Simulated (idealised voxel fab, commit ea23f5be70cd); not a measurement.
process module | voxel released beams
cross-section cut | 285 nm wide | cells 5 nm
A cross-section is a grid of square cells, given in bands from the top down. A band is one or more rows of cells.
Each band's line starts with the height of the band's top and of its bottom, in nm. Then come its materials from left to right, each with its width in nm. One material with "throughout" fills the band from edge to edge. "air" is empty space.
Height 0 is the level under which the wafer as received is all one material. The lowest band goes on downwards, as in "0 down".
A width such as "30 to 40" changes by the same amount from each row of cells to the next, from the band's top row to its bottom row.
"no change" after a step means that no cell of the cross-section changed.
closed voids: empty space of 8 cells or more with no open way to the top, each as width x height at its distance from the left edge, in nm
after a step's settings: what the simulator itself notes on the step
overlay nm, on a step with a mask: how far to the right of its planned place the mask lay; to the left if negative
plan
1 op RECEIVE | material Si
2 op CONFORMAL_DEP | material SiN | thk nm 10
3 op DIRECTIONAL_DEP | material SiO2 | thk nm 10
4 op MASKED_ETCH | tone open | mask id ANCHOR | width nm 30 | etch materials SiO2 | depth nm 10 | overlay nm 0
5 op CONFORMAL_DEP | material polySi | thk nm 10
6 op DIRECTIONAL_DEP | material aC | thk nm 15
7 op PATTERN | tone cover | mask id BEAM | material resist | width nm 110 | thk nm 30 | overlay nm 0
8 op DIRECTIONAL_ETCH | etch materials aC | depth nm 15
9 op STRIP | etch materials resist
10 op DIRECTIONAL_ETCH | etch materials polySi | depth nm 10
11 op STRIP | etch materials aC
12 op STRIP | etch materials SiO2
as received, after step 1
  0 down: Si throughout
  closed voids: none
a wafer at the end: this start, this plan, one mistake
  30 to 20: air 80 | polySi 20 | air 10 | polySi 80 | air 95
  20 to 10: air 90 | polySi 30 | air 165
  10 to 0: SiN throughout
  0 down: Si throughout
  closed voids: none
what went wrong: step 7 ran as: op PATTERN | tone cover | mask id BEAM | material resist | width nm 110 | thk nm 30 | overlay nm -5
